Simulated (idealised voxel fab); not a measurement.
Documented hereafter: the process module known as voxel self aligned contacts.
FYI the section here is cut, 170 nm wide, cells are 5 nm squares.
The cross-sections in this document take the form of a grid made of square cells. They are written out as bands, in order from top to bottom. Each band consists of one or more rows of cells. It is stipulated that each band's entry specify, in nanometres, the height of the top of the band and then that of its bottom, followed by the materials of the band in left-to-right sequence, each together with its width in nanometres. A single material marked by the word "everywhere" is understood to fill the band from edge to edge; the word "blank" is understood to denote empty space. Height datum 0, below which the as-received substrate wafer is one material. Lowest band open at the bottom, running downward: "top 0, no bottom". Width spec "30 to 40" -> top row of cells at first value, bottom row at second value, equal per-row change in between. When a step is marked "all unchanged", none of the cells in the cross-section changed during that step. Closed-off voids of 8+ cells (no open route to the top) go in "Closed internal voids", written width x height at distance from the left edge, in nm. On each step's line, the part that comes after the settings is the simulator's own comment on the step. overlay nm: right-of-plan distance of the mask on a masked step; negative values mean left-of-plan.

**plan**
1. RECEIVE with material Si
2. CONFORMAL_DEP with material SiO2, thk nm 5
3. DIRECTIONAL_DEP with material polySi, thk nm 30
4. DIRECTIONAL_DEP with material SiN, thk nm 25
5. MASKED_ETCH with tone cover, mask id GATE, width nm 30, pitch nm 70, etch materials SiN, depth nm 25, overlay nm 0
6. MASKED_ETCH with tone cover, mask id GATE, width nm 30, pitch nm 70, etch materials polySi, depth nm 30, overlay nm 0
7. CONFORMAL_DEP with material SiN, thk nm 10
8. DIRECTIONAL_ETCH with etch materials SiN, depth nm 10
9. FILL_DEP with material SiO2, thk nm 10
10. CMP with height nm 65
11. DIRECTIONAL_DEP with material aC, thk nm 15
12. PATTERN with tone open, mask id CONTACT, material resist, width nm 50, thk nm 35, overlay nm 0
13. DIRECTIONAL_ETCH with etch materials aC, depth nm 15
14. STRIP with etch materials resist
15. DIRECTIONAL_ETCH with etch materials SiO2, depth nm 65
16. STRIP with etch materials aC
17. CONFORMAL_DEP with material TiN, thk nm 5
18. FILL_DEP with material W, thk nm 5
19. CMP with height nm 65
20. CONFORMAL_DEP with material SiN, thk nm 5

**Here's what the wafer looked like in cross-section when it arrived - that's after step 1**
	top 0, no bottom = Si everywhere
	Closed internal voids: none

**Post-module cross-section of the first of two wafers (run per plan)**
	top 70, bottom 65 = SiN everywhere
	top 65, bottom 60 = 60 SiO2 | 20 TiN | 10 W | 20 TiN | 60 SiO2
	top 60, bottom 35 = 25 SiO2 | 50 SiN | 5 TiN | 10 W | 5 TiN | 50 SiN | 25 SiO2
	top 35, bottom 5 = 25 SiO2 | 10 SiN | 30 polySi | 10 SiN | 5 TiN | 10 W | 5 TiN | 10 SiN | 30 polySi | 10 SiN | 25 SiO2
	top 5, bottom 0 = 75 SiO2 | 20 TiN | 75 SiO2
	top 0, no bottom = Si everywhere
	Closed internal voids: none

**So this is wafer number two of the two, cut at the end of the module - it started where the first did and had the same plan, we just got one thing wrong running it**
	top 70, bottom 65 = SiN everywhere
	top 65, bottom 55 = 60 SiO2 | 5 to 20 TiN | 40 to 10 W | 5 to 20 TiN | 60 SiO2
	top 55, bottom 30 = 25 SiO2 | 50 SiN | 5 TiN | 10 W | 5 TiN | 50 SiN | 25 SiO2
	top 30, bottom 5 = 25 SiO2 | 10 SiN | 30 polySi | 10 SiN | 5 TiN | 10 W | 5 TiN | 10 SiN | 30 polySi | 10 SiN | 25 SiO2
	top 5, bottom 0 = 25 SiO2 | 10 SiN | 30 polySi | 10 SiN | 20 TiN | 10 SiN | 30 polySi | 10 SiN | 25 SiO2
	top 0, no bottom = Si everywhere
	Closed internal voids: none
What was done differently from what was planned? step 2 was dropped from the plan's execution and never run
Final difference in cells, second wafer against first, listed per material as more or fewer: SiO2: 6 fewer; W: 6 more
